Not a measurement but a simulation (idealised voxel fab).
Process module in this document: voxel air gaps
Xsec cut, 285 nm wide, square cell size 5 nm.
A cross-section in this document is a grid of square cells, and it is written down as bands, the top band listed before the ones below it; a band is made up of one or more rows of cells. Quick guide to a band line: top height, bottom height (nm) up front; then every material left to right with its width in nm. Only one material and it's marked "all across"? Then it fills the band edge to edge. And "blank" just means empty space. Counting heights begins at 0, where everything beneath is, in the wafer as received, one material. The lowest band has no bottom; it goes on downwards, as "top 0, no bottom" shows. A width such as "30->40" changes by the same amount from each row of cells to the next, from the band's top row to its bottom row. Reading "remains unaltered" for a step: not a cell of the cross-section changed in it. For the entry "Entrapped void list", the listed items are empty spaces with no open way to the top whose size is 8 cells or more; each item follows the pattern width x height at distance, where distance is from the left edge and all three are in nm. after a step's settings: what the simulator itself notes on the step. "overlay nm" denotes, for a step that has a mask, the displacement of the mask to the right of its planned place, with negative values corresponding to the left.
# The following list gives the planned process steps
- 1: RECEIVE [material Si]
- 2: CONFORMAL_DEP [material SiO2] [thk nm 10]
- 3: CONFORMAL_DEP [material SiN] [thk nm 5]
- 4: DIRECTIONAL_DEP [material SiO2] [thk nm 30]
- 5: DIRECTIONAL_DEP [material aC] [thk nm 15]
- 6: PATTERN [tone open] [mask id LINES] [material resist] [width nm 25] [pitch nm 50] [thk nm 30] [overlay nm 0]
- 7: DIRECTIONAL_ETCH [etch materials aC] [depth nm 15]
- 8: STRIP [etch materials resist]
- 9: DIRECTIONAL_ETCH [etch materials SiO2] [depth nm 30]
- 10: STRIP [etch materials aC]
- 11: CONFORMAL_DEP [material TiN] [thk nm 5]
- 12: FILL_DEP [material Cu] [thk nm 5]
- 13: CMP [height nm 45]
- 14: EPI [material Ru] [thk nm 10]
- 15: SELECTIVE_ETCH [etch materials SiO2] [depth nm 40]
- 16: CONFORMAL_DEP [material SiN] [thk nm 5]
# As-received state of the wafer in cross-section, equivalent to post-step 1
  top 0, no bottom | Si all across
  Entrapped void list: none
# Cross-section taken at module completion on the first of two wafers; processed per the plan
  top 60, bottom 55 | 40 nm blank, 205 nm SiN, 40 nm blank
  top 55, bottom 45 | 40 nm blank, 5 nm SiN, 45 nm Ru, 5 nm SiN, 45 nm Ru, 5 nm SiN, 45 nm Ru, 5 nm SiN, 45 nm Ru, 5 nm SiN, 40 nm blank
  top 45, bottom 40 | 40 nm blank, 15 nm SiN, 5 nm TiN, 15 nm Cu, 5 nm TiN, 25 nm SiN, 5 nm TiN, 15 nm Cu, 5 nm TiN, 25 nm SiN, 5 nm TiN, 15 nm Cu, 5 nm TiN, 25 nm SiN, 5 nm TiN, 15 nm Cu, 5 nm TiN, 15 nm SiN, 40 nm blank
  top 40, bottom 20 | 50 nm blank, 5 nm SiN, 5 nm TiN, 15 nm Cu, 5 nm TiN, 5 nm SiN, 15 nm blank, 5 nm SiN, 5 nm TiN, 15 nm Cu, 5 nm TiN, 5 nm SiN, 15 nm blank, 5 nm SiN, 5 nm TiN, 15 nm Cu, 5 nm TiN, 5 nm SiN, 15 nm blank, 5 nm SiN, 5 nm TiN, 15 nm Cu, 5 nm TiN, 5 nm SiN, 50 nm blank
  top 20, bottom 15 | 55 nm SiN, 25 nm TiN, 25 nm SiN, 25 nm TiN, 25 nm SiN, 25 nm TiN, 25 nm SiN, 25 nm TiN, 55 nm SiN
  top 15, bottom 10 | SiN all across
  top 10, bottom 0 | SiO2 all across
  top 0, no bottom | Si all across
  Entrapped void list: 15 x 20 at 85; 15 x 20 at 135; 15 x 20 at 185
# Second of two wafers, module complete, sectioned: it shares the first wafer's start and plan but was run with one mistake
  top 60, bottom 55 | 40 nm blank, 205 nm aC, 40 nm blank
  top 55, bottom 45 | 40 nm blank, 5 nm aC, 45 nm Ru, 5 nm aC, 45 nm Ru, 5 nm aC, 45 nm Ru, 5 nm aC, 45 nm Ru, 5 nm aC, 40 nm blank
  top 45, bottom 40 | 40 nm blank, 15 nm aC, 5 nm TiN, 15 nm Cu, 5 nm TiN, 25 nm aC, 5 nm TiN, 15 nm Cu, 5 nm TiN, 25 nm aC, 5 nm TiN, 15 nm Cu, 5 nm TiN, 25 nm aC, 5 nm TiN, 15 nm Cu, 5 nm TiN, 15 nm aC, 40 nm blank
  top 40, bottom 20 | 50 nm blank, 5 nm aC, 5 nm TiN, 15 nm Cu, 5 nm TiN, 5 nm aC, 15 nm blank, 5 nm aC, 5 nm TiN, 15 nm Cu, 5 nm TiN, 5 nm aC, 15 nm blank, 5 nm aC, 5 nm TiN, 15 nm Cu, 5 nm TiN, 5 nm aC, 15 nm blank, 5 nm aC, 5 nm TiN, 15 nm Cu, 5 nm TiN, 5 nm aC, 50 nm blank
  top 20, bottom 15 | 55 nm aC, 25 nm TiN, 25 nm aC, 25 nm TiN, 25 nm aC, 25 nm TiN, 25 nm aC, 25 nm TiN, 55 nm aC
  top 15, bottom 10 | SiN all across
  top 10, bottom 0 | SiO2 all across
  top 0, no bottom | Si all across
  Entrapped void list: 15 x 20 at 85; 15 x 20 at 135; 15 x 20 at 185
Here's what went sideways: contrary to plan, step 16 was performed as CONFORMAL_DEP [material aC] [thk nm 5]
Heads up, by the end the second wafer has more or fewer cells of some materials compared to the first: SiN: 141 fewer, aC: 141 more
